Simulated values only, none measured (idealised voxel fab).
process module | voxel transistor to metal
cross-section cut | 300 nm wide | cells 5 nm
A cross-section is a grid of square cells, given in bands from the top down. A band is one or more rows of cells.
Each band's line starts with the height of the band's top and of its bottom, in nm. Then come its materials from left to right, each with its width in nm. One material with "throughout" fills the band from edge to edge. "air" is empty space.
Height 0 is the level under which the wafer as received is all one material. The lowest band goes on downwards, as in "0 down".
A width such as "30 to 40" changes by the same amount from each row of cells to the next, from the band's top row to its bottom row.
"no change" after a step means that no cell of the cross-section changed.
closed voids: empty space of 8 cells or more with no open way to the top, each as width x height at its distance from the left edge, in nm
after a step's settings: what the simulator itself notes on the step
overlay nm, on a step with a mask: how far to the right of its planned place the mask lay; to the left if negative
plan
1 op RECEIVE | material Si
2 op CONFORMAL_DEP | material SiO2 | thk nm 5
3 op CONFORMAL_DEP | material SiN | thk nm 15
4 op PATTERN | tone cover | mask id ACTIVE | material resist | width nm 100 | pitch nm 125 | thk nm 15 | overlay nm 0
5 op DIRECTIONAL_ETCH | etch materials SiN | depth nm 15
6 op DIRECTIONAL_ETCH | etch materials SiO2 | depth nm 5
7 op DIRECTIONAL_ETCH | etch materials Si | depth nm 20
8 op STRIP | etch materials resist
9 op FILL_DEP | material SiO2 | thk nm 10
10 op CMP | height nm 20
11 op SELECTIVE_ETCH | etch materials SiO2 | depth nm 15
12 op STRIP | etch materials SiN
13 op SELECTIVE_ETCH | etch materials SiO2 | depth nm 5
14 op OXIDIZE | depth nm 5
15 op DIRECTIONAL_DEP | material polySi | thk nm 30
16 op DIRECTIONAL_DEP | material SiCN | thk nm 10
17 op PATTERN | tone cover | mask id GATE | material resist | width nm 20 | pitch nm 125 | thk nm 20 | overlay nm 0
18 op DIRECTIONAL_ETCH | etch materials SiCN | depth nm 20
19 op DIRECTIONAL_ETCH | etch materials polySi | depth nm 40
20 op STRIP | etch materials resist
21 op CONFORMAL_DEP | material SiO2 | thk nm 5
22 op DIRECTIONAL_ETCH | etch materials SiO2 | depth nm 5
23 op CONFORMAL_DEP | material SiN | thk nm 5
24 op DIRECTIONAL_ETCH | etch materials SiN | depth nm 5
25 op DIRECTIONAL_ETCH | etch materials SiO2 | depth nm 5
26 op DIRECTIONAL_ETCH | etch materials Si | depth nm 10
27 op EPI | material pSi | thk nm 15
28 op FILL_DEP | material SiO2 | thk nm 10
29 op CMP | height nm 40
30 op DIRECTIONAL_DEP | material SiO2 | thk nm 10
31 op PATTERN | tone open | mask id CONTACT | material resist | width nm 30 | thk nm 20 | overlay nm 0
32 op DIRECTIONAL_ETCH | etch materials SiO2 | depth nm 50
33 op STRIP | etch materials resist
34 op CONFORMAL_DEP | material TiN | thk nm 5
35 op FILL_DEP | material Ru | thk nm 5
36 op CMP | height nm 50
37 op DIRECTIONAL_DEP | material TiN | thk nm 5
38 op DIRECTIONAL_DEP | material W | thk nm 25
39 op DIRECTIONAL_DEP | material aC | thk nm 10
40 op PATTERN | tone cover | mask id METAL_1 | material resist | width nm 15 | thk nm 30 | overlay nm 0
41 op DIRECTIONAL_ETCH | etch materials aC | depth nm 10
42 op STRIP | etch materials resist
43 op DIRECTIONAL_ETCH | etch materials W | depth nm 25
44 op DIRECTIONAL_ETCH | etch materials TiN | depth nm 5
45 op STRIP | etch materials aC
46 op CONFORMAL_DEP | material SiCN | thk nm 5
47 op FILL_DEP | material SiO2 | thk nm 10
48 op CMP | height nm 80
49 op CONFORMAL_DEP | material SiCN | thk nm 5
first wafer, as planned
as received, after step 1
  0 down: Si throughout
  closed voids: none
after step 2
  5 to 0: SiO2 throughout
  below 0: unchanged
after step 3
  20 to 5: SiN throughout
  below 5: unchanged
after step 4
  35 to 20: air 35 | resist 100 | air 25 | resist 100 | air 40
  below 20: unchanged
after step 5
  35 to 20: air 35 | resist 100 | air 25 | resist 100 | air 40
  20 to 5: air 35 | SiN 100 | air 25 | SiN 100 | air 40
  below 5: unchanged
after step 6
  35 to 20: air 35 | resist 100 | air 25 | resist 100 | air 40
  20 to 5: air 35 | SiN 100 | air 25 | SiN 100 | air 40
  5 to 0: air 35 | SiO2 100 | air 25 | SiO2 100 | air 40
  below 0: unchanged
after step 7
  35 to 20: air 35 | resist 100 | air 25 | resist 100 | air 40
  20 to 5: air 35 | SiN 100 | air 25 | SiN 100 | air 40
  5 to 0: air 35 | SiO2 100 | air 25 | SiO2 100 | air 40
  0 to -20: air 35 | Si 100 | air 25 | Si 100 | air 40
  below -20: unchanged
after step 8
  20 to 5: air 35 | SiN 100 | air 25 | SiN 100 | air 40
  below 5: unchanged
after step 9
  30 to 20: SiO2 throughout
  20 to 5: SiO2 35 | SiN 100 | SiO2 25 | SiN 100 | SiO2 40
  5 to 0: SiO2 throughout
  0 to -20: SiO2 35 | Si 100 | SiO2 25 | Si 100 | SiO2 40
  below -20: unchanged
after step 10
  20 to 5: SiO2 35 | SiN 100 | SiO2 25 | SiN 100 | SiO2 40
  below 5: unchanged
after step 11
  20 to 5: air 35 | SiN 100 | air 25 | SiN 100 | air 40
  below 5: unchanged
after step 12
  5 to 0: SiO2 throughout
  below 0: unchanged
after step 13
  0 to -20: SiO2 35 | Si 100 | SiO2 25 | Si 100 | SiO2 40
  below -20: unchanged
after step 14
  0 to -5: SiO2 throughout
  below -5: unchanged
after step 15
  30 to 0: polySi throughout
  below 0: unchanged
after step 16
  40 to 30: SiCN throughout
  below 30: unchanged
after step 17
  60 to 40: air 75 | resist 20 | air 105 | resist 20 | air 80
  below 40: unchanged
after step 18
  60 to 40: air 75 | resist 20 | air 105 | resist 20 | air 80
  40 to 30: air 75 | SiCN 20 | air 105 | SiCN 20 | air 80
  below 30: unchanged
after step 19
  60 to 40: air 75 | resist 20 | air 105 | resist 20 | air 80
  40 to 30: air 75 | SiCN 20 | air 105 | SiCN 20 | air 80
  30 to 0: air 75 | polySi 20 | air 105 | polySi 20 | air 80
  below 0: unchanged
after step 20
  40 to 30: air 75 | SiCN 20 | air 105 | SiCN 20 | air 80
  below 30: unchanged
after step 21
  45 to 40: air 70 | SiO2 30 | air 95 | SiO2 30 | air 75
  40 to 30: air 70 | SiO2 5 | SiCN 20 | SiO2 5 | air 95 | SiO2 5 | SiCN 20 | SiO2 5 | air 75
  30 to 5: air 70 | SiO2 5 | polySi 20 | SiO2 5 | air 95 | SiO2 5 | polySi 20 | SiO2 5 | air 75
  5 to 0: SiO2 75 | polySi 20 | SiO2 105 | polySi 20 | SiO2 80
  below 0: unchanged
after step 22
  40 to 30: air 70 | SiO2 5 | SiCN 20 | SiO2 5 | air 95 | SiO2 5 | SiCN 20 | SiO2 5 | air 75
  30 to 0: air 70 | SiO2 5 | polySi 20 | SiO2 5 | air 95 | SiO2 5 | polySi 20 | SiO2 5 | air 75
  below 0: unchanged
after step 23
  45 to 40: air 65 | SiN 40 | air 85 | SiN 40 | air 70
  40 to 30: air 65 | SiN 5 | SiO2 5 | SiCN 20 | SiO2 5 | SiN 5 | air 85 | SiN 5 | SiO2 5 | SiCN 20 | SiO2 5 | SiN 5 | air 70
  30 to 5: air 65 | SiN 5 | SiO2 5 | polySi 20 | SiO2 5 | SiN 5 | air 85 | SiN 5 | SiO2 5 | polySi 20 | SiO2 5 | SiN 5 | air 70
  5 to 0: SiN 70 | SiO2 5 | polySi 20 | SiO2 5 | SiN 95 | SiO2 5 | polySi 20 | SiO2 5 | SiN 75
  below 0: unchanged
after step 24
  40 to 30: air 65 | SiN 5 | SiO2 5 | SiCN 20 | SiO2 5 | SiN 5 | air 85 | SiN 5 | SiO2 5 | SiCN 20 | SiO2 5 | SiN 5 | air 70
  30 to 0: air 65 | SiN 5 | SiO2 5 | polySi 20 | SiO2 5 | SiN 5 | air 85 | SiN 5 | SiO2 5 | polySi 20 | SiO2 5 | SiN 5 | air 70
  below 0: unchanged
after step 25
  40 to 35: air 65 | SiN 5 | air 5 | SiCN 20 | air 5 | SiN 5 | air 85 | SiN 5 | air 5 | SiCN 20 | air 5 | SiN 5 | air 70
  35 to 30: air 65 | SiN 5 | SiO2 5 | SiCN 20 | SiO2 5 | SiN 5 | air 85 | SiN 5 | SiO2 5 | SiCN 20 | SiO2 5 | SiN 5 | air 70
  30 to 0: air 65 | SiN 5 | SiO2 5 | polySi 20 | SiO2 5 | SiN 5 | air 85 | SiN 5 | SiO2 5 | polySi 20 | SiO2 5 | SiN 5 | air 70
  0 to -5: air 65 | SiO2 40 | air 85 | SiO2 40 | air 70
  below -5: unchanged
after step 26
  40 to 35: air 65 | SiN 5 | air 5 | SiCN 20 | air 5 | SiN 5 | air 85 | SiN 5 | air 5 | SiCN 20 | air 5 | SiN 5 | air 70
  35 to 30: air 65 | SiN 5 | SiO2 5 | SiCN 20 | SiO2 5 | SiN 5 | air 85 | SiN 5 | SiO2 5 | SiCN 20 | SiO2 5 | SiN 5 | air 70
  30 to 0: air 65 | SiN 5 | SiO2 5 | polySi 20 | SiO2 5 | SiN 5 | air 85 | SiN 5 | SiO2 5 | polySi 20 | SiO2 5 | SiN 5 | air 70
  0 to -5: air 65 | SiO2 40 | air 85 | SiO2 40 | air 70
  -5 to -15: SiO2 35 | air 30 | Si 40 | air 30 | SiO2 25 | air 30 | Si 40 | air 30 | SiO2 40
  below -15: unchanged
after step 27
  40 to 35: air 65 | SiN 5 | air 5 | SiCN 20 | air 5 | SiN 5 | air 85 | SiN 5 | air 5 | SiCN 20 | air 5 | SiN 5 | air 70
  35 to 30: air 65 | SiN 5 | SiO2 5 | SiCN 20 | SiO2 5 | SiN 5 | air 85 | SiN 5 | SiO2 5 | SiCN 20 | SiO2 5 | SiN 5 | air 70
  30 to 10: air 65 | SiN 5 | SiO2 5 | polySi 20 | SiO2 5 | SiN 5 | air 85 | SiN 5 | SiO2 5 | polySi 20 | SiO2 5 | SiN 5 | air 70
  10 to 0: air 50 | pSi 15 | SiN 5 | SiO2 5 | polySi 20 | SiO2 5 | SiN 5 | pSi 15 | air 55 | pSi 15 | SiN 5 | SiO2 5 | polySi 20 | SiO2 5 | SiN 5 | pSi 15 | air 55
  0 to -5: air 30 | pSi 35 | SiO2 40 | pSi 35 | air 15 | pSi 35 | SiO2 40 | pSi 35 | air 35
  -5 to -15: SiO2 35 | pSi 30 | Si 40 | pSi 30 | SiO2 25 | pSi 30 | Si 40 | pSi 30 | SiO2 40
  below -15: unchanged
after step 28
  50 to 40: SiO2 throughout
  40 to 30: SiO2 65 | SiN 5 | SiO2 5 | SiCN 20 | SiO2 5 | SiN 5 | SiO2 85 | SiN 5 | SiO2 5 | SiCN 20 | SiO2 5 | SiN 5 | SiO2 70
  30 to 10: SiO2 65 | SiN 5 | SiO2 5 | polySi 20 | SiO2 5 | SiN 5 | SiO2 85 | SiN 5 | SiO2 5 | polySi 20 | SiO2 5 | SiN 5 | SiO2 70
  10 to 0: SiO2 50 | pSi 15 | SiN 5 | SiO2 5 | polySi 20 | SiO2 5 | SiN 5 | pSi 15 | SiO2 55 | pSi 15 | SiN 5 | SiO2 5 | polySi 20 | SiO2 5 | SiN 5 | pSi 15 | SiO2 55
  0 to -5: SiO2 30 | pSi 35 | SiO2 40 | pSi 35 | SiO2 15 | pSi 35 | SiO2 40 | pSi 35 | SiO2 35
  below -5: unchanged
after step 29
  40 to 30: SiO2 65 | SiN 5 | SiO2 5 | SiCN 20 | SiO2 5 | SiN 5 | SiO2 85 | SiN 5 | SiO2 5 | SiCN 20 | SiO2 5 | SiN 5 | SiO2 70
  below 30: unchanged
after step 30
  50 to 40: SiO2 throughout
  below 40: unchanged
after step 31
  70 to 50: resist 40 | air 30 | resist 30 | air 30 | resist 35 | air 30 | resist 30 | air 30 | resist 45
  below 50: unchanged
after step 32
  70 to 50: resist 40 | air 30 | resist 30 | air 30 | resist 35 | air 30 | resist 30 | air 30 | resist 45
  50 to 40: SiO2 40 | air 30 | SiO2 30 | air 30 | SiO2 35 | air 30 | SiO2 30 | air 30 | SiO2 45
  40 to 30: SiO2 40 | air 25 | SiN 5 | SiO2 5 | SiCN 20 | SiO2 5 | SiN 5 | air 25 | SiO2 35 | air 25 | SiN 5 | SiO2 5 | SiCN 20 | SiO2 5 | SiN 5 | air 25 | SiO2 45
  30 to 10: SiO2 40 | air 25 | SiN 5 | SiO2 5 | polySi 20 | SiO2 5 | SiN 5 | air 25 | SiO2 35 | air 25 | SiN 5 | SiO2 5 | polySi 20 | SiO2 5 | SiN 5 | air 25 | SiO2 45
  10 to 0: SiO2 40 | air 10 | pSi 15 | SiN 5 | SiO2 5 | polySi 20 | SiO2 5 | SiN 5 | pSi 15 | air 10 | SiO2 35 | air 10 | pSi 15 | SiN 5 | SiO2 5 | polySi 20 | SiO2 5 | SiN 5 | pSi 15 | air 10 | SiO2 45
  below 0: unchanged
after step 33
  50 to 40: SiO2 40 | air 30 | SiO2 30 | air 30 | SiO2 35 | air 30 | SiO2 30 | air 30 | SiO2 45
  below 40: unchanged
after step 34
  55 to 50: TiN 45 | air 20 | TiN 40 | air 20 | TiN 45 | air 20 | TiN 40 | air 20 | TiN 50
  50 to 40: SiO2 40 | TiN 5 | air 20 to 15 | TiN 5 to 10 | SiO2 30 | TiN 5 to 10 | air 20 to 15 | TiN 5 | SiO2 35 | TiN 5 | air 20 to 15 | TiN 5 to 10 | SiO2 30 | TiN 5 to 10 | air 20 to 15 | TiN 5 | SiO2 45
  40 to 30: SiO2 40 | TiN 5 | air 15 | TiN 5 | SiN 5 | SiO2 5 | SiCN 20 | SiO2 5 | SiN 5 | TiN 5 | air 15 | TiN 5 | SiO2 35 | TiN 5 | air 15 | TiN 5 | SiN 5 | SiO2 5 | SiCN 20 | SiO2 5 | SiN 5 | TiN 5 | air 15 | TiN 5 | SiO2 45
  30 to 15: SiO2 40 | TiN 5 | air 15 | TiN 5 | SiN 5 | SiO2 5 | polySi 20 | SiO2 5 | SiN 5 | TiN 5 | air 15 | TiN 5 | SiO2 35 | TiN 5 | air 15 | TiN 5 | SiN 5 | SiO2 5 | polySi 20 | SiO2 5 | SiN 5 | TiN 5 | air 15 | TiN 5 | SiO2 45
  15 to 10: SiO2 40 | TiN 25 | SiN 5 | SiO2 5 | polySi 20 | SiO2 5 | SiN 5 | TiN 25 | SiO2 35 | TiN 25 | SiN 5 | SiO2 5 | polySi 20 | SiO2 5 | SiN 5 | TiN 25 | SiO2 45
  10 to 0: SiO2 40 | TiN 10 | pSi 15 | SiN 5 | SiO2 5 | polySi 20 | SiO2 5 | SiN 5 | pSi 15 | TiN 10 | SiO2 35 | TiN 10 | pSi 15 | SiN 5 | SiO2 5 | polySi 20 | SiO2 5 | SiN 5 | pSi 15 | TiN 10 | SiO2 45
  below 0: unchanged
after step 35
  60 to 55: Ru throughout
  55 to 50: TiN 45 | Ru 20 | TiN 40 | Ru 20 | TiN 45 | Ru 20 | TiN 40 | Ru 20 | TiN 50
  50 to 40: SiO2 40 | TiN 5 | Ru 20 to 15 | TiN 5 to 10 | SiO2 30 | TiN 5 to 10 | Ru 20 to 15 | TiN 5 | SiO2 35 | TiN 5 | Ru 20 to 15 | TiN 5 to 10 | SiO2 30 | TiN 5 to 10 | Ru 20 to 15 | TiN 5 | SiO2 45
  40 to 30: SiO2 40 | TiN 5 | Ru 15 | TiN 5 | SiN 5 | SiO2 5 | SiCN 20 | SiO2 5 | SiN 5 | TiN 5 | Ru 15 | TiN 5 | SiO2 35 | TiN 5 | Ru 15 | TiN 5 | SiN 5 | SiO2 5 | SiCN 20 | SiO2 5 | SiN 5 | TiN 5 | Ru 15 | TiN 5 | SiO2 45
  30 to 15: SiO2 40 | TiN 5 | Ru 15 | TiN 5 | SiN 5 | SiO2 5 | polySi 20 | SiO2 5 | SiN 5 | TiN 5 | Ru 15 | TiN 5 | SiO2 35 | TiN 5 | Ru 15 | TiN 5 | SiN 5 | SiO2 5 | polySi 20 | SiO2 5 | SiN 5 | TiN 5 | Ru 15 | TiN 5 | SiO2 45
  below 15: unchanged
after step 36
  50 to 40: SiO2 40 | TiN 5 | Ru 20 to 15 | TiN 5 to 10 | SiO2 30 | TiN 5 to 10 | Ru 20 to 15 | TiN 5 | SiO2 35 | TiN 5 | Ru 20 to 15 | TiN 5 to 10 | SiO2 30 | TiN 5 to 10 | Ru 20 to 15 | TiN 5 | SiO2 45
  below 40: unchanged
after step 37
  55 to 50: TiN throughout
  below 50: unchanged
after step 38
  80 to 55: W throughout
  below 55: unchanged
after step 39
  90 to 80: aC throughout
  below 80: unchanged
after step 40
  120 to 90: air 40 | resist 15 | air 60 | resist 15 | air 35 | resist 15 | air 60 | resist 15 | air 45
  below 90: unchanged
after step 41
  110 to 90: air 40 | resist 15 | air 60 | resist 15 | air 35 | resist 15 | air 60 | resist 15 | air 45
  90 to 80: air 40 | aC 15 | air 60 | aC 15 | air 35 | aC 15 | air 60 | aC 15 | air 45
  below 80: unchanged
after step 42
  90 to 80: air 40 | aC 15 | air 60 | aC 15 | air 35 | aC 15 | air 60 | aC 15 | air 45
  below 80: unchanged
after step 43
  90 to 80: air 40 | aC 15 | air 60 | aC 15 | air 35 | aC 15 | air 60 | aC 15 | air 45
  80 to 55: air 40 | W 15 | air 60 | W 15 | air 35 | W 15 | air 60 | W 15 | air 45
  below 55: unchanged
after step 44
  90 to 80: air 40 | aC 15 | air 60 | aC 15 | air 35 | aC 15 | air 60 | aC 15 | air 45
  80 to 55: air 40 | W 15 | air 60 | W 15 | air 35 | W 15 | air 60 | W 15 | air 45
  55 to 50: air 40 | TiN 15 | air 60 | TiN 15 | air 35 | TiN 15 | air 60 | TiN 15 | air 45
  below 50: unchanged
after step 45
  80 to 55: air 40 | W 15 | air 60 | W 15 | air 35 | W 15 | air 60 | W 15 | air 45
  below 55: unchanged
after step 46
  85 to 80: air 35 | SiCN 25 | air 50 | SiCN 25 | air 25 | SiCN 25 | air 50 | SiCN 25 | air 40
  80 to 55: air 35 | SiCN 5 | W 15 | SiCN 5 | air 50 | SiCN 5 | W 15 | SiCN 5 | air 25 | SiCN 5 | W 15 | SiCN 5 | air 50 | SiCN 5 | W 15 | SiCN 5 | air 40
  55 to 50: SiCN 40 | TiN 15 | SiCN 60 | TiN 15 | SiCN 35 | TiN 15 | SiCN 60 | TiN 15 | SiCN 45
  below 50: unchanged
after step 47
  95 to 85: SiO2 throughout
  85 to 80: SiO2 35 | SiCN 25 | SiO2 50 | SiCN 25 | SiO2 25 | SiCN 25 | SiO2 50 | SiCN 25 | SiO2 40
  80 to 55: SiO2 35 | SiCN 5 | W 15 | SiCN 5 | SiO2 50 | SiCN 5 | W 15 | SiCN 5 | SiO2 25 | SiCN 5 | W 15 | SiCN 5 | SiO2 50 | SiCN 5 | W 15 | SiCN 5 | SiO2 40
  below 55: unchanged
after step 48
  80 to 55: SiO2 35 | SiCN 5 | W 15 | SiCN 5 | SiO2 50 | SiCN 5 | W 15 | SiCN 5 | SiO2 25 | SiCN 5 | W 15 | SiCN 5 | SiO2 50 | SiCN 5 | W 15 | SiCN 5 | SiO2 40
  below 55: unchanged
after step 49
  85 to 80: SiCN throughout
  below 80: unchanged
second wafer: like start, like plan, one mistake. Through step 22 it matches the first wafer
when step 23 should have ended: no change
when step 24 should have ended: no change
when step 25 should have ended
  40 to 35: air 75 | SiCN 20 | air 105 | SiCN 20 | air 80
  35 to 30: air 70 | SiO2 5 | SiCN 20 | SiO2 5 | air 95 | SiO2 5 | SiCN 20 | SiO2 5 | air 75
  30 to 0: air 70 | SiO2 5 | polySi 20 | SiO2 5 | air 95 | SiO2 5 | polySi 20 | SiO2 5 | air 75
  0 to -5: air 70 | SiO2 30 | air 95 | SiO2 30 | air 75
  below -5: unchanged
when step 26 should have ended
  40 to 35: air 75 | SiCN 20 | air 105 | SiCN 20 | air 80
  35 to 30: air 70 | SiO2 5 | SiCN 20 | SiO2 5 | air 95 | SiO2 5 | SiCN 20 | SiO2 5 | air 75
  30 to 0: air 70 | SiO2 5 | polySi 20 | SiO2 5 | air 95 | SiO2 5 | polySi 20 | SiO2 5 | air 75
  0 to -5: air 70 | SiO2 30 | air 95 | SiO2 30 | air 75
  -5 to -15: SiO2 35 | air 35 | Si 30 | air 35 | SiO2 25 | air 35 | Si 30 | air 35 | SiO2 40
  below -15: unchanged
when step 27 should have ended
  40 to 35: air 75 | SiCN 20 | air 105 | SiCN 20 | air 80
  35 to 30: air 70 | SiO2 5 | SiCN 20 | SiO2 5 | air 95 | SiO2 5 | SiCN 20 | SiO2 5 | air 75
  30 to 10: air 70 | SiO2 5 | polySi 20 | SiO2 5 | air 95 | SiO2 5 | polySi 20 | SiO2 5 | air 75
  10 to 0: air 55 | pSi 15 | SiO2 5 | polySi 20 | SiO2 5 | pSi 15 | air 65 | pSi 15 | SiO2 5 | polySi 20 | SiO2 5 | pSi 15 | air 60
  0 to -5: air 30 | pSi 40 | SiO2 30 | pSi 40 | air 15 | pSi 40 | SiO2 30 | pSi 40 | air 35
  -5 to -15: SiO2 35 | pSi 35 | Si 30 | pSi 35 | SiO2 25 | pSi 35 | Si 30 | pSi 35 | SiO2 40
  below -15: unchanged
when step 28 should have ended
  50 to 40: SiO2 throughout
  40 to 30: SiO2 75 | SiCN 20 | SiO2 105 | SiCN 20 | SiO2 80
  30 to 10: SiO2 75 | polySi 20 | SiO2 105 | polySi 20 | SiO2 80
  10 to 0: SiO2 55 | pSi 15 | SiO2 5 | polySi 20 | SiO2 5 | pSi 15 | SiO2 65 | pSi 15 | SiO2 5 | polySi 20 | SiO2 5 | pSi 15 | SiO2 60
  0 to -5: SiO2 30 | pSi 40 | SiO2 30 | pSi 40 | SiO2 15 | pSi 40 | SiO2 30 | pSi 40 | SiO2 35
  below -5: unchanged
when step 29 should have ended
  40 to 30: SiO2 75 | SiCN 20 | SiO2 105 | SiCN 20 | SiO2 80
  below 30: unchanged
when step 30 should have ended
  50 to 40: SiO2 throughout
  below 40: unchanged
when step 31 should have ended
  70 to 50: resist 40 | air 30 | resist 30 | air 30 | resist 35 | air 30 | resist 30 | air 30 | resist 45
  below 50: unchanged
when step 32 should have ended
  70 to 50: resist 40 | air 30 | resist 30 | air 30 | resist 35 | air 30 | resist 30 | air 30 | resist 45
  50 to 40: SiO2 40 | air 30 | SiO2 30 | air 30 | SiO2 35 | air 30 | SiO2 30 | air 30 | SiO2 45
  40 to 30: SiO2 40 | air 30 | SiO2 5 | SiCN 20 | SiO2 5 | air 30 | SiO2 35 | air 30 | SiO2 5 | SiCN 20 | SiO2 5 | air 30 | SiO2 45
  30 to 10: SiO2 40 | air 30 | SiO2 5 | polySi 20 | SiO2 5 | air 30 | SiO2 35 | air 30 | SiO2 5 | polySi 20 | SiO2 5 | air 30 | SiO2 45
  10 to 0: SiO2 40 | air 15 | pSi 15 | SiO2 5 | polySi 20 | SiO2 5 | pSi 15 | air 15 | SiO2 35 | air 15 | pSi 15 | SiO2 5 | polySi 20 | SiO2 5 | pSi 15 | air 15 | SiO2 45
  below 0: unchanged
when step 33 should have ended
  50 to 40: SiO2 40 | air 30 | SiO2 30 | air 30 | SiO2 35 | air 30 | SiO2 30 | air 30 | SiO2 45
  below 40: unchanged
when step 34 should have ended
  55 to 50: TiN 45 | air 20 | TiN 40 | air 20 | TiN 45 | air 20 | TiN 40 | air 20 | TiN 50
  50 to 40: SiO2 40 | TiN 5 | air 20 | TiN 5 | SiO2 30 | TiN 5 | air 20 | TiN 5 | SiO2 35 | TiN 5 | air 20 | TiN 5 | SiO2 30 | TiN 5 | air 20 | TiN 5 | SiO2 45
  40 to 30: SiO2 40 | TiN 5 | air 20 | TiN 5 | SiO2 5 | SiCN 20 | SiO2 5 | TiN 5 | air 20 | TiN 5 | SiO2 35 | TiN 5 | air 20 | TiN 5 | SiO2 5 | SiCN 20 | SiO2 5 | TiN 5 | air 20 | TiN 5 | SiO2 45
  30 to 15: SiO2 40 | TiN 5 | air 20 | TiN 5 | SiO2 5 | polySi 20 | SiO2 5 | TiN 5 | air 20 | TiN 5 | SiO2 35 | TiN 5 | air 20 | TiN 5 | SiO2 5 | polySi 20 | SiO2 5 | TiN 5 | air 20 | TiN 5 | SiO2 45
  15 to 10: SiO2 40 | TiN 5 | air 5 | TiN 20 | SiO2 5 | polySi 20 | SiO2 5 | TiN 20 | air 5 | TiN 5 | SiO2 35 | TiN 5 | air 5 | TiN 20 | SiO2 5 | polySi 20 | SiO2 5 | TiN 20 | air 5 | TiN 5 | SiO2 45
  10 to 5: SiO2 40 | TiN 5 | air 5 | TiN 5 | pSi 15 | SiO2 5 | polySi 20 | SiO2 5 | pSi 15 | TiN 5 | air 5 | TiN 5 | SiO2 35 | TiN 5 | air 5 | TiN 5 | pSi 15 | SiO2 5 | polySi 20 | SiO2 5 | pSi 15 | TiN 5 | air 5 | TiN 5 | SiO2 45
  5 to 0: SiO2 40 | TiN 15 | pSi 15 | SiO2 5 | polySi 20 | SiO2 5 | pSi 15 | TiN 15 | SiO2 35 | TiN 15 | pSi 15 | SiO2 5 | polySi 20 | SiO2 5 | pSi 15 | TiN 15 | SiO2 45
  below 0: unchanged
when step 35 should have ended
  60 to 55: Ru throughout
  55 to 50: TiN 45 | Ru 20 | TiN 40 | Ru 20 | TiN 45 | Ru 20 | TiN 40 | Ru 20 | TiN 50
  50 to 40: SiO2 40 | TiN 5 | Ru 20 | TiN 5 | SiO2 30 | TiN 5 | Ru 20 | TiN 5 | SiO2 35 | TiN 5 | Ru 20 | TiN 5 | SiO2 30 | TiN 5 | Ru 20 | TiN 5 | SiO2 45
  40 to 30: SiO2 40 | TiN 5 | Ru 20 | TiN 5 | SiO2 5 | SiCN 20 | SiO2 5 | TiN 5 | Ru 20 | TiN 5 | SiO2 35 | TiN 5 | Ru 20 | TiN 5 | SiO2 5 | SiCN 20 | SiO2 5 | TiN 5 | Ru 20 | TiN 5 | SiO2 45
  30 to 15: SiO2 40 | TiN 5 | Ru 20 | TiN 5 | SiO2 5 | polySi 20 | SiO2 5 | TiN 5 | Ru 20 | TiN 5 | SiO2 35 | TiN 5 | Ru 20 | TiN 5 | SiO2 5 | polySi 20 | SiO2 5 | TiN 5 | Ru 20 | TiN 5 | SiO2 45
  15 to 10: SiO2 40 | TiN 5 | Ru 5 | TiN 20 | SiO2 5 | polySi 20 | SiO2 5 | TiN 20 | Ru 5 | TiN 5 | SiO2 35 | TiN 5 | Ru 5 | TiN 20 | SiO2 5 | polySi 20 | SiO2 5 | TiN 20 | Ru 5 | TiN 5 | SiO2 45
  10 to 5: SiO2 40 | TiN 5 | Ru 5 | TiN 5 | pSi 15 | SiO2 5 | polySi 20 | SiO2 5 | pSi 15 | TiN 5 | Ru 5 | TiN 5 | SiO2 35 | TiN 5 | Ru 5 | TiN 5 | pSi 15 | SiO2 5 | polySi 20 | SiO2 5 | pSi 15 | TiN 5 | Ru 5 | TiN 5 | SiO2 45
  below 5: unchanged
when step 36 should have ended
  50 to 40: SiO2 40 | TiN 5 | Ru 20 | TiN 5 | SiO2 30 | TiN 5 | Ru 20 | TiN 5 | SiO2 35 | TiN 5 | Ru 20 | TiN 5 | SiO2 30 | TiN 5 | Ru 20 | TiN 5 | SiO2 45
  below 40: unchanged
when step 37 should have ended
  55 to 50: TiN throughout
  below 50: unchanged
when step 38 should have ended
  80 to 55: W throughout
  below 55: unchanged
when step 39 should have ended
  90 to 80: aC throughout
  below 80: unchanged
when step 40 should have ended
  120 to 90: air 40 | resist 15 | air 60 | resist 15 | air 35 | resist 15 | air 60 | resist 15 | air 45
  below 90: unchanged
when step 41 should have ended
  110 to 90: air 40 | resist 15 | air 60 | resist 15 | air 35 | resist 15 | air 60 | resist 15 | air 45
  90 to 80: air 40 | aC 15 | air 60 | aC 15 | air 35 | aC 15 | air 60 | aC 15 | air 45
  below 80: unchanged
when step 42 should have ended
  90 to 80: air 40 | aC 15 | air 60 | aC 15 | air 35 | aC 15 | air 60 | aC 15 | air 45
  below 80: unchanged
when step 43 should have ended
  90 to 80: air 40 | aC 15 | air 60 | aC 15 | air 35 | aC 15 | air 60 | aC 15 | air 45
  80 to 55: air 40 | W 15 | air 60 | W 15 | air 35 | W 15 | air 60 | W 15 | air 45
  below 55: unchanged
when step 44 should have ended
  90 to 80: air 40 | aC 15 | air 60 | aC 15 | air 35 | aC 15 | air 60 | aC 15 | air 45
  80 to 55: air 40 | W 15 | air 60 | W 15 | air 35 | W 15 | air 60 | W 15 | air 45
  55 to 50: air 40 | TiN 15 | air 60 | TiN 15 | air 35 | TiN 15 | air 60 | TiN 15 | air 45
  below 50: unchanged
when step 45 should have ended
  80 to 55: air 40 | W 15 | air 60 | W 15 | air 35 | W 15 | air 60 | W 15 | air 45
  below 55: unchanged
when step 46 should have ended
  85 to 80: air 35 | SiCN 25 | air 50 | SiCN 25 | air 25 | SiCN 25 | air 50 | SiCN 25 | air 40
  80 to 55: air 35 | SiCN 5 | W 15 | SiCN 5 | air 50 | SiCN 5 | W 15 | SiCN 5 | air 25 | SiCN 5 | W 15 | SiCN 5 | air 50 | SiCN 5 | W 15 | SiCN 5 | air 40
  55 to 50: SiCN 40 | TiN 15 | SiCN 60 | TiN 15 | SiCN 35 | TiN 15 | SiCN 60 | TiN 15 | SiCN 45
  below 50: unchanged
when step 47 should have ended
  95 to 85: SiO2 throughout
  85 to 80: SiO2 35 | SiCN 25 | SiO2 50 | SiCN 25 | SiO2 25 | SiCN 25 | SiO2 50 | SiCN 25 | SiO2 40
  80 to 55: SiO2 35 | SiCN 5 | W 15 | SiCN 5 | SiO2 50 | SiCN 5 | W 15 | SiCN 5 | SiO2 25 | SiCN 5 | W 15 | SiCN 5 | SiO2 50 | SiCN 5 | W 15 | SiCN 5 | SiO2 40
  below 55: unchanged
when step 48 should have ended
  80 to 55: SiO2 35 | SiCN 5 | W 15 | SiCN 5 | SiO2 50 | SiCN 5 | W 15 | SiCN 5 | SiO2 25 | SiCN 5 | W 15 | SiCN 5 | SiO2 50 | SiCN 5 | W 15 | SiCN 5 | SiO2 40
  below 55: unchanged
when step 49 should have ended
  85 to 80: SiCN throughout
  below 80: unchanged
what went wrong: step 23 was left out
at the end the second wafer has, in cells: 32 more of Ru | 8 fewer of Si | 32 fewer of SiN | 4 fewer of SiO2 | 12 more of pSi
